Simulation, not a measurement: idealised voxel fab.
process module | voxel tone inversion
cross-section cut | 250 nm wide | cells 5 nm
A cross-section is a grid of square cells, given in bands from the top down. A band is one or more rows of cells.
Each band's line starts with the height of the band's top and of its bottom, in nm. Then come its materials from left to right, each with its width in nm. One material with "throughout" fills the band from edge to edge. "air" is empty space.
Height 0 is the level under which the wafer as received is all one material. The lowest band goes on downwards, as in "0 down".
A width such as "30 to 40" changes by the same amount from each row of cells to the next, from the band's top row to its bottom row.
"no change" after a step means that no cell of the cross-section changed.
closed voids: empty space of 8 cells or more with no open way to the top, each as width x height at its distance from the left edge, in nm
after a step's settings: what the simulator itself notes on the step
overlay nm, on a step with a mask: how far to the right of its planned place the mask lay; to the left if negative
plan
1 op RECEIVE | material Si
2 op CONFORMAL_DEP | material SiN | thk nm 5
3 op DIRECTIONAL_DEP | material aC | thk nm 20
4 op PATTERN | tone cover | mask id POSTS | material resist | width nm 20 | pitch nm 45 | thk nm 30 | overlay nm 0
5 op DIRECTIONAL_ETCH | etch materials aC | depth nm 20
6 op STRIP | etch materials resist
7 op FILL_DEP | material SiO2 | thk nm 5
8 op CMP | height nm 25
9 op STRIP | etch materials aC
10 op CONFORMAL_DEP | material TiN | thk nm 5
11 op FILL_DEP | material W | thk nm 5
12 op CMP | height nm 25
13 op CONFORMAL_DEP | material SiCN | thk nm 5
first wafer, as planned
as received, after step 1
  0 down: Si throughout
  closed voids: none
after step 2
  5 to 0: SiN throughout
  below 0: unchanged
after step 3
  25 to 5: aC throughout
  below 5: unchanged
after step 4
  55 to 25: air 90 | resist 20 | air 25 | resist 20 | air 95
  below 25: unchanged
after step 5
  35 to 25: air 90 | resist 20 | air 25 | resist 20 | air 95
  25 to 5: air 90 | aC 20 | air 25 | aC 20 | air 95
  below 5: unchanged
after step 6
  25 to 5: air 90 | aC 20 | air 25 | aC 20 | air 95
  below 5: unchanged
after step 7
  30 to 25: SiO2 throughout
  25 to 5: SiO2 90 | aC 20 | SiO2 25 | aC 20 | SiO2 95
  below 5: unchanged
after step 8
  25 to 5: SiO2 90 | aC 20 | SiO2 25 | aC 20 | SiO2 95
  below 5: unchanged
after step 9
  25 to 5: SiO2 90 | air 20 | SiO2 25 | air 20 | SiO2 95
  below 5: unchanged
after step 10
  30 to 25: TiN 95 | air 10 | TiN 35 | air 10 | TiN 100
  25 to 10: SiO2 90 | TiN 5 | air 10 | TiN 5 | SiO2 25 | TiN 5 | air 10 | TiN 5 | SiO2 95
  10 to 5: SiO2 90 | TiN 20 | SiO2 25 | TiN 20 | SiO2 95
  below 5: unchanged
after step 11
  35 to 30: W throughout
  30 to 25: TiN 95 | W 10 | TiN 35 | W 10 | TiN 100
  25 to 10: SiO2 90 | TiN 5 | W 10 | TiN 5 | SiO2 25 | TiN 5 | W 10 | TiN 5 | SiO2 95
  below 10: unchanged
after step 12
  25 to 10: SiO2 90 | TiN 5 | W 10 | TiN 5 | SiO2 25 | TiN 5 | W 10 | TiN 5 | SiO2 95
  below 10: unchanged
after step 13
  30 to 25: SiCN throughout
  below 25: unchanged
second wafer: like start, like plan, one mistake. Through step 3 it matches the first wafer
when step 4 should have ended
  55 to 25: air 95 | resist 20 | air 25 | resist 20 | air 90
  below 25: unchanged
when step 5 should have ended
  35 to 25: air 95 | resist 20 | air 25 | resist 20 | air 90
  25 to 5: air 95 | aC 20 | air 25 | aC 20 | air 90
  below 5: unchanged
when step 6 should have ended
  25 to 5: air 95 | aC 20 | air 25 | aC 20 | air 90
  below 5: unchanged
when step 7 should have ended
  30 to 25: SiO2 throughout
  25 to 5: SiO2 95 | aC 20 | SiO2 25 | aC 20 | SiO2 90
  below 5: unchanged
when step 8 should have ended
  25 to 5: SiO2 95 | aC 20 | SiO2 25 | aC 20 | SiO2 90
  below 5: unchanged
when step 9 should have ended
  25 to 5: SiO2 95 | air 20 | SiO2 25 | air 20 | SiO2 90
  below 5: unchanged
when step 10 should have ended
  30 to 25: TiN 100 | air 10 | TiN 35 | air 10 | TiN 95
  25 to 10: SiO2 95 | TiN 5 | air 10 | TiN 5 | SiO2 25 | TiN 5 | air 10 | TiN 5 | SiO2 90
  10 to 5: SiO2 95 | TiN 20 | SiO2 25 | TiN 20 | SiO2 90
  below 5: unchanged
when step 11 should have ended
  35 to 30: W throughout
  30 to 25: TiN 100 | W 10 | TiN 35 | W 10 | TiN 95
  25 to 10: SiO2 95 | TiN 5 | W 10 | TiN 5 | SiO2 25 | TiN 5 | W 10 | TiN 5 | SiO2 90
  below 10: unchanged
when step 12 should have ended
  25 to 10: SiO2 95 | TiN 5 | W 10 | TiN 5 | SiO2 25 | TiN 5 | W 10 | TiN 5 | SiO2 90
  below 10: unchanged
when step 13 should have ended
  30 to 25: SiCN throughout
  below 25: unchanged
what went wrong: step 4 ran as: op PATTERN | tone cover | mask id POSTS | material resist | width nm 20 | pitch nm 45 | thk nm 30 | overlay nm 5
at the end the second wafer has, in cells: as many of each material as the first, in other places
